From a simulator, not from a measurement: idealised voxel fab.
Documented hereafter: the process module known as voxel self aligned contacts.
The cross-section on display is named cut; it measures 280 nm wide, and its cells are 5 nm squares.
Bands, listed from the top down, are how a cross-section gets written in this document; the cross-section itself is a grid of square cells, and a band is one or more rows of them.
For a band, the entry starts with two heights in nm, that of the top and then that of the bottom, and carries on with the band's materials in order from left to right, each alongside its width in nm; the word "all across" beside a single material means it fills the band edge to edge, and "air" means empty space.
We count height from 0. Below that, the starting wafer is all one material. The lowest band never ends at the bottom but goes on down; see "from 0 down" for how that is written.
Width spec "30->40" -> top row of cells at first value, bottom row at second value, equal per-row change in between.
Reading "no alterations made" for a step: not a cell of the cross-section changed in it.
"Fully enclosed voids" - sealed voids, min. 8 cells, no opening to top; format: width x height at distance (distance from left edge; nm throughout).
On a step's line, text after the settings is the simulator commenting on that step.
A step's line can hold "overlay nm"; with a mask on that step, the setting says how far right of the planned place the mask lay, while a negative setting says it lay to the left.
## The following list gives the planned process steps
1,RECEIVE with material Si
2,CONFORMAL_DEP with material SiO2, thk nm 5
3,DIRECTIONAL_DEP with material polySi, thk nm 25
4,DIRECTIONAL_DEP with material SiN, thk nm 20
5,DIRECTIONAL_DEP with material aC, thk nm 10
6,PATTERN with tone cover, mask id GATE, material resist, width nm 35, pitch nm 70, thk nm 25, overlay nm 0
7,DIRECTIONAL_ETCH with etch materials aC, depth nm 10
8,STRIP with etch materials resist
9,DIRECTIONAL_ETCH with etch materials SiN, depth nm 20
10,DIRECTIONAL_ETCH with etch materials polySi, depth nm 25
11,STRIP with etch materials aC
12,CONFORMAL_DEP with material SiN, thk nm 5
13,DIRECTIONAL_ETCH with etch materials SiN, depth nm 5
14,FILL_DEP with material SiO2, thk nm 10
15,CMP with height nm 55
16,DIRECTIONAL_DEP with material aC, thk nm 10
17,PATTERN with tone open, mask id CONTACT, material resist, width nm 55, pitch nm 70, thk nm 25, overlay nm 0
18,DIRECTIONAL_ETCH with etch materials aC, depth nm 10
19,STRIP with etch materials resist
20,DIRECTIONAL_ETCH with etch materials SiO2, depth nm 45
21,STRIP with etch materials aC
22,CONFORMAL_DEP with material TiN, thk nm 5
23,FILL_DEP with material Ru, thk nm 10
24,CMP with height nm 55
25,CONFORMAL_DEP with material SiN, thk nm 5
The depth nm used in step 20 is not the same on every wafer, whereas the starting condition is; the value printed in the plan is the first wafer's.
## Cut through the first of several wafers as received, post step 1
    from 0 down = Si all across
    Fully enclosed voids: none
## Module finished, last step 25 done: cross-section of the first of several wafers
    from 60 to 55 = SiN all across
    from 55 to 50 = 75 of SiO2, 20 of TiN, 15 of Ru, 20 of TiN, 15 of SiO2, 20 of TiN, 15 of Ru, 20 of TiN, 80 of SiO2
    from 50 to 30 = 45 of SiO2, 45 of SiN, 5 of TiN, 15 of Ru, 5 of TiN, 45 of SiN, 5 of TiN, 15 of Ru, 5 of TiN, 45 of SiN, 50 of SiO2
    from 30 to 15 = 45 of SiO2, 5 of SiN, 35 of polySi, 5 of SiN, 5 of TiN, 15 of Ru, 5 of TiN, 5 of SiN, 35 of polySi, 5 of SiN, 5 of TiN, 15 of Ru, 5 of TiN, 5 of SiN, 35 of polySi, 5 of SiN, 50 of SiO2
    from 15 to 10 = 45 of SiO2, 5 of SiN, 35 of polySi, 5 of SiN, 25 of TiN, 5 of SiN, 35 of polySi, 5 of SiN, 25 of TiN, 5 of SiN, 35 of polySi, 5 of SiN, 50 of SiO2
    from 10 to 5 = 45 of SiO2, 5 of SiN, 35 of polySi, 5 of SiN, 25 of SiO2, 5 of SiN, 35 of polySi, 5 of SiN, 25 of SiO2, 5 of SiN, 35 of polySi, 5 of SiN, 50 of SiO2
    from 5 to 0 = SiO2 all across
    from 0 down = Si all across
    Fully enclosed voids: none
## The last wafer as seen in cross-section at the end of the module
    from 60 to 55 = SiN all across
    from 55 to 50 = 75 of SiO2, 20 of TiN, 15 of Ru, 20 of TiN, 15 of SiO2, 20 of TiN, 15 of Ru, 20 of TiN, 80 of SiO2
    from 50 to 30 = 45 of SiO2, 45 of SiN, 5 of TiN, 15 of Ru, 5 of TiN, 45 of SiN, 5 of TiN, 15 of Ru, 5 of TiN, 45 of SiN, 50 of SiO2
    from 30 to 5 = 45 of SiO2, 5 of SiN, 35 of polySi, 5 of SiN, 5 of TiN, 15 of Ru, 5 of TiN, 5 of SiN, 35 of polySi, 5 of SiN, 5 of TiN, 15 of Ru, 5 of TiN, 5 of SiN, 35 of polySi, 5 of SiN, 50 of SiO2
    from 5 to 0 = 90 of SiO2, 25 of TiN, 45 of SiO2, 25 of TiN, 95 of SiO2
    from 0 down = Si all across
    Fully enclosed voids: none
## The following table contains a row per wafer, in which are reported, at the conclusion of the module, the cells of each material gained (+) or lost (-) since the wafer's receipt, with its closed voids given thereafter
depth nm 45 | +48 Ru | +194 SiN | +271 SiO2 | +54 TiN | +105 polySi | Fully enclosed voids: none
depth nm 50 | +54 Ru | +194 SiN | +261 SiO2 | +58 TiN | +105 polySi | Fully enclosed voids: none
depth nm 55 | +60 Ru | +194 SiN | +251 SiO2 | +62 TiN | +105 polySi | Fully enclosed voids: none
depth nm 60 | +60 Ru | +194 SiN | +251 SiO2 | +62 TiN | +105 polySi | Fully enclosed voids: none
depth nm 65 | +60 Ru | +194 SiN | +251 SiO2 | +62 TiN | +105 polySi | Fully enclosed voids: none
depth nm 70 | +60 Ru | +194 SiN | +251 SiO2 | +62 TiN | +105 polySi | Fully enclosed voids: none
